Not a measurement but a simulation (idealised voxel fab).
This section sets out a process module, namely voxel wiring stack.
Pictured: cross-section cut, 230 nm wide, on a grid of 5 nm square cells.
A cross-section is written here as square cells arranged in a grid, and it is given in bands from the top down, each band taking up one or more rows of cells.
Band: top height; bottom height; in nm. Then, left to right: material with width in nm, for each material. "all across": a single material spanning edge to edge. "air": empty space.
Beneath 0, the wafer as received is one material, and that level is where height counting begins. The lowest band goes on downward without a bottom; it is written like "0..down".
Think of "30 to 40" as a width that walks from the first number to the second as you go down the band, top row to bottom row, taking equal-sized steps from row to row.
Any step labelled "nothing different" changed none of the cells in the cross-section.
"Sealed-off cavities" specifies each empty space that is not open to the top and that occupies no fewer than 8 cells, using the form width x height at distance, the distance measured from the left edge and all three quantities in nm.
Heads up: the bit after the settings on a step's line is the simulator's remark on that step.
If you see "overlay nm" on a step's line and that step has a mask, it's telling you how far right of where it was planned the mask ended up; a negative number means it went left instead.
So here's the lineup of process steps we planned
step 1: RECEIVE | material Si
step 2: CONFORMAL_DEP | material SiO2 | thk nm 10
step 3: DIRECTIONAL_DEP | material TiN | thk nm 5
step 4: DIRECTIONAL_DEP | material Ru | thk nm 25
step 5: PATTERN | tone cover | mask id METAL_1 | material resist | width nm 20 | pitch nm 35 | thk nm 15 | overlay nm 0
step 6: DIRECTIONAL_ETCH | etch materials Ru | depth nm 25
step 7: DIRECTIONAL_ETCH | etch materials TiN | depth nm 5
step 8: STRIP | etch materials resist
step 9: CONFORMAL_DEP | material SiCN | thk nm 5
step 10: FILL_DEP | material SiO2 | thk nm 10
step 11: CMP | height nm 40
step 12: CONFORMAL_DEP | material SiCN | thk nm 5
step 13: DIRECTIONAL_DEP | material SiO2 | thk nm 20
step 14: MASKED_ETCH | tone open | mask id PLUG_1 | width nm 15 | pitch nm 70 | etch materials SiO2 | depth nm 20 | overlay nm 0
step 15: MASKED_ETCH | tone open | mask id PLUG_1 | width nm 15 | pitch nm 70 | etch materials SiCN | depth nm 5 | overlay nm 0
step 16: EPI | material Ru | thk nm 10
step 17: EPI | material Ru | thk nm 10
step 18: EPI | material Ru | thk nm 5
step 19: CONFORMAL_DEP | material SiCN | thk nm 5
step 20: DIRECTIONAL_DEP | material SiO2 | thk nm 15
step 21: DIRECTIONAL_DEP | material aC | thk nm 10
step 22: PATTERN | tone open | mask id METAL_2 | material resist | width nm 20 | pitch nm 35 | thk nm 25 | overlay nm 0
step 23: DIRECTIONAL_ETCH | etch materials aC | depth nm 10
step 24: STRIP | etch materials resist
step 25: DIRECTIONAL_ETCH | etch materials SiO2 | depth nm 15
step 26: DIRECTIONAL_ETCH | etch materials SiCN | depth nm 5
step 27: STRIP | etch materials aC
step 28: CONFORMAL_DEP | material TiN | thk nm 5
step 29: FILL_DEP | material Ru | thk nm 10
step 30: CMP | height nm 85
step 31: CONFORMAL_DEP | material SiCN | thk nm 5
step 32: DIRECTIONAL_DEP | material SiO2 | thk nm 20
step 33: PATTERN | tone open | mask id PLUG_2 | material resist | width nm 15 | pitch nm 70 | thk nm 20 | overlay nm 0
step 34: DIRECTIONAL_ETCH | etch materials SiO2 | depth nm 20
step 35: DIRECTIONAL_ETCH | etch materials SiCN | depth nm 5
step 36: STRIP | etch materials resist
step 37: CONFORMAL_DEP | material TiN | thk nm 5
step 38: FILL_DEP | material Ru | thk nm 5
step 39: CMP | height nm 110
step 40: CONFORMAL_DEP | material SiN | thk nm 5
step 41: DIRECTIONAL_DEP | material lowk | thk nm 20
step 42: PATTERN | tone open | mask id METAL_3 | material resist | width nm 20 | pitch nm 35 | thk nm 15 | overlay nm 0
step 43: DIRECTIONAL_ETCH | etch materials lowk | depth nm 20
step 44: DIRECTIONAL_ETCH | etch materials SiN | depth nm 5
step 45: STRIP | etch materials resist
step 46: CONFORMAL_DEP | material TiN | thk nm 5
step 47: FILL_DEP | material Cu | thk nm 5
step 48: CMP | height nm 135
step 49: CONFORMAL_DEP | material SiCN | thk nm 5
step 50: DIRECTIONAL_DEP | material lowk | thk nm 25
step 51: MASKED_ETCH | tone open | mask id METAL_4_HOLES | width nm 15 | pitch nm 35 | etch materials lowk | depth nm 25 | overlay nm 0
step 52: MASKED_ETCH | tone open | mask id METAL_4 | width nm 20 | pitch nm 35 | etch materials lowk | depth nm 15 | overlay nm 0
step 53: MASKED_ETCH | tone open | mask id METAL_4 | width nm 20 | pitch nm 35 | etch materials SiCN | depth nm 5 | overlay nm 0
step 54: CONFORMAL_DEP | material TiN | thk nm 5
step 55: FILL_DEP | material Cu | thk nm 10
step 56: CMP | height nm 165
step 57: CONFORMAL_DEP | material SiCN | thk nm 5
Cross-section: wafer on arrival = after step 1
    0..down | Si all across
    Sealed-off cavities: none
Here's the cross-section of the first of our two wafers at the end of the module - it ran as planned
    170..165 | SiCN all across
    165..155 | 50 nm lowk, then 5 nm TiN, then 10 nm Cu, then 5 nm TiN, then 15 nm lowk, then 5 nm TiN, then 10 nm Cu, then 5 nm TiN, then 15 nm lowk, then 5 nm TiN, then 10 nm Cu, then 5 nm TiN, then 15 nm lowk, then 5 nm TiN, then 10 nm Cu, then 5 nm TiN, then 55 nm lowk
    155..150 | 50 nm lowk, then 5 nm TiN, then 5 nm Cu, then 10 nm TiN, then 15 nm lowk, then 5 nm TiN, then 5 nm Cu, then 10 nm TiN, then 15 nm lowk, then 5 nm TiN, then 5 nm Cu, then 10 nm TiN, then 15 nm lowk, then 5 nm TiN, then 5 nm Cu, then 10 nm TiN, then 55 nm lowk
    150..140 | 50 nm lowk, then 5 nm TiN, then 5 nm Cu, then 5 nm TiN, then 20 nm lowk, then 5 nm TiN, then 5 nm Cu, then 5 nm TiN, then 20 nm lowk, then 5 nm TiN, then 5 nm Cu, then 5 nm TiN, then 20 nm lowk, then 5 nm TiN, then 5 nm Cu, then 5 nm TiN, then 60 nm lowk
    140..135 | 50 nm SiCN, then 15 nm TiN, then 20 nm SiCN, then 15 nm TiN, then 20 nm SiCN, then 15 nm TiN, then 20 nm SiCN, then 15 nm TiN, then 60 nm SiCN
    135..115 | 50 nm lowk, then 5 nm TiN, then 10 nm Cu, then 5 nm TiN, then 15 nm lowk, then 5 nm TiN, then 10 nm Cu, then 5 nm TiN, then 15 nm lowk, then 5 nm TiN, then 10 nm Cu, then 5 nm TiN, then 15 nm lowk, then 5 nm TiN, then 10 nm Cu, then 5 nm TiN, then 55 nm lowk
    115..110 | 50 nm SiN, then 20 nm TiN, then 15 nm SiN, then 20 nm TiN, then 15 nm SiN, then 20 nm TiN, then 15 nm SiN, then 20 nm TiN, then 55 nm SiN
    110..90 | 50 nm SiO2, then 5 nm TiN, then 5 nm Ru, then 5 nm TiN, then 55 nm SiO2, then 5 nm TiN, then 5 nm Ru, then 5 nm TiN, then 95 nm SiO2
    90..85 | 50 nm SiCN, then 15 nm TiN, then 55 nm SiCN, then 15 nm TiN, then 95 nm SiCN
    85..70 | 50 nm SiO2, then 5 nm TiN, then 10 nm Ru, then 5 nm TiN, then 15 nm SiO2, then 5 nm TiN, then 10 nm Ru, then 5 nm TiN, then 15 nm SiO2, then 5 nm TiN, then 10 nm Ru, then 5 nm TiN, then 15 nm SiO2, then 5 nm TiN, then 10 nm Ru, then 5 nm TiN, then 55 nm SiO2
    70..65 | 50 nm SiCN, then 20 nm TiN, then 15 nm SiCN, then 20 nm TiN, then 15 nm SiCN, then 20 nm TiN, then 15 nm SiCN, then 20 nm TiN, then 55 nm SiCN
    65..45 | 50 nm SiO2, then 15 nm Ru, then 55 nm SiO2, then 15 nm Ru, then 95 nm SiO2
    45..40 | 50 nm SiCN, then 15 nm Ru, then 55 nm SiCN, then 15 nm Ru, then 95 nm SiCN
    40..15 | 45 nm SiO2, then 5 nm SiCN, then 20 nm Ru, then 5 nm SiCN, then 5 nm SiO2, then 5 nm SiCN, then 20 nm Ru, then 5 nm SiCN, then 5 nm SiO2, then 5 nm SiCN, then 20 nm Ru, then 5 nm SiCN, then 5 nm SiO2, then 5 nm SiCN, then 20 nm Ru, then 5 nm SiCN, then 50 nm SiO2
    15..10 | 50 nm SiCN, then 20 nm TiN, then 15 nm SiCN, then 20 nm TiN, then 15 nm SiCN, then 20 nm TiN, then 15 nm SiCN, then 20 nm TiN, then 55 nm SiCN
    10..0 | SiO2 all across
    0..down | Si all across
    Sealed-off cavities: none
Second wafer through the module, sectioned at the end: same beginning and same plan as the first wafer, with one mistake in carrying it out
    170..165 | SiCN all across
    165..155 | 50 nm lowk, then 5 nm TiN, then 10 nm Cu, then 5 nm TiN, then 15 nm lowk, then 5 nm TiN, then 10 nm Cu, then 5 nm TiN, then 15 nm lowk, then 5 nm TiN, then 10 nm Cu, then 5 nm TiN, then 15 nm lowk, then 5 nm TiN, then 10 nm Cu, then 5 nm TiN, then 55 nm lowk
    155..150 | 50 nm lowk, then 5 nm TiN, then 5 nm Cu, then 10 nm TiN, then 15 nm lowk, then 5 nm TiN, then 5 nm Cu, then 10 nm TiN, then 15 nm lowk, then 5 nm TiN, then 5 nm Cu, then 10 nm TiN, then 15 nm lowk, then 5 nm TiN, then 5 nm Cu, then 10 nm TiN, then 55 nm lowk
    150..140 | 50 nm lowk, then 5 nm TiN, then 5 nm Cu, then 5 nm TiN, then 20 nm lowk, then 5 nm TiN, then 5 nm Cu, then 5 nm TiN, then 20 nm lowk, then 5 nm TiN, then 5 nm Cu, then 5 nm TiN, then 20 nm lowk, then 5 nm TiN, then 5 nm Cu, then 5 nm TiN, then 60 nm lowk
    140..135 | 50 nm SiCN, then 15 nm TiN, then 20 nm SiCN, then 15 nm TiN, then 20 nm SiCN, then 15 nm TiN, then 20 nm SiCN, then 15 nm TiN, then 60 nm SiCN
    135..115 | 50 nm lowk, then 5 nm TiN, then 10 nm Cu, then 5 nm TiN, then 15 nm lowk, then 5 nm TiN, then 10 nm Cu, then 5 nm TiN, then 15 nm lowk, then 5 nm TiN, then 10 nm Cu, then 5 nm TiN, then 15 nm lowk, then 5 nm TiN, then 10 nm Cu, then 5 nm TiN, then 55 nm lowk
    115..110 | 50 nm SiN, then 20 nm TiN, then 15 nm SiN, then 20 nm TiN, then 15 nm SiN, then 20 nm TiN, then 15 nm SiN, then 20 nm TiN, then 55 nm SiN
    110..90 | 50 nm SiO2, then 5 nm TiN, then 5 nm Ru, then 5 nm TiN, then 55 nm SiO2, then 5 nm TiN, then 5 nm Ru, then 5 nm TiN, then 95 nm SiO2
    90..85 | 50 nm SiCN, then 15 nm TiN, then 55 nm SiCN, then 15 nm TiN, then 95 nm SiCN
    85..80 | 40 nm TiN, then 10 nm SiO2, then 5 nm TiN, then 10 nm Ru, then 5 nm TiN, then 5 nm SiO2, then 15 nm TiN, then 10 nm Ru, then 10 nm TiN, then 10 nm SiO2, then 5 nm TiN, then 10 nm Ru, then 5 nm TiN, then 5 nm SiO2, then 15 nm TiN, then 10 nm Ru, then 60 nm TiN
    80..70 | 50 nm SiO2, then 5 nm TiN, then 10 nm Ru, then 5 nm TiN, then 15 nm SiO2, then 5 nm TiN, then 10 nm Ru, then 5 nm TiN, then 15 nm SiO2, then 5 nm TiN, then 10 nm Ru, then 5 nm TiN, then 15 nm SiO2, then 5 nm TiN, then 10 nm Ru, then 5 nm TiN, then 55 nm SiO2
    70..65 | 40 nm SiO2, then 10 nm SiCN, then 20 nm TiN, then 5 nm SiCN, then 10 nm SiO2, then 5 nm TiN, then 10 nm Ru, then 5 nm TiN, then 5 nm SiO2, then 10 nm SiCN, then 20 nm TiN, then 5 nm SiCN, then 10 nm SiO2, then 5 nm TiN, then 10 nm Ru, then 5 nm TiN, then 55 nm SiO2
    65..60 | 45 nm SiCN, then 25 nm Ru, then 15 nm SiCN, then 20 nm TiN, then 10 nm SiCN, then 25 nm Ru, then 15 nm SiCN, then 20 nm TiN, then 55 nm SiCN
    60..45 | 50 nm SiO2, then 15 nm Ru, then 55 nm SiO2, then 15 nm Ru, then 95 nm SiO2
    45..40 | 50 nm SiCN, then 15 nm Ru, then 55 nm SiCN, then 15 nm Ru, then 95 nm SiCN
    40..15 | 45 nm SiO2, then 5 nm SiCN, then 20 nm Ru, then 5 nm SiCN, then 5 nm SiO2, then 5 nm SiCN, then 20 nm Ru, then 5 nm SiCN, then 5 nm SiO2, then 5 nm SiCN, then 20 nm Ru, then 5 nm SiCN, then 5 nm SiO2, then 5 nm SiCN, then 20 nm Ru, then 5 nm SiCN, then 50 nm SiO2
    15..10 | 50 nm SiCN, then 20 nm TiN, then 15 nm SiCN, then 20 nm TiN, then 15 nm SiCN, then 20 nm TiN, then 15 nm SiCN, then 20 nm TiN, then 55 nm SiCN
    10..0 | SiO2 all across
    0..down | Si all across
    Sealed-off cavities: none
Deviation from plan: step 13 deviated from plan and actually ran as DIRECTIONAL_DEP | material SiO2 | thk nm 15
The closing comparison, in cells, has the second wafer with more or fewer of some materials than the first: Ru: 8 more, SiCN: 4 more, SiO2: 40 fewer, TiN: 28 more
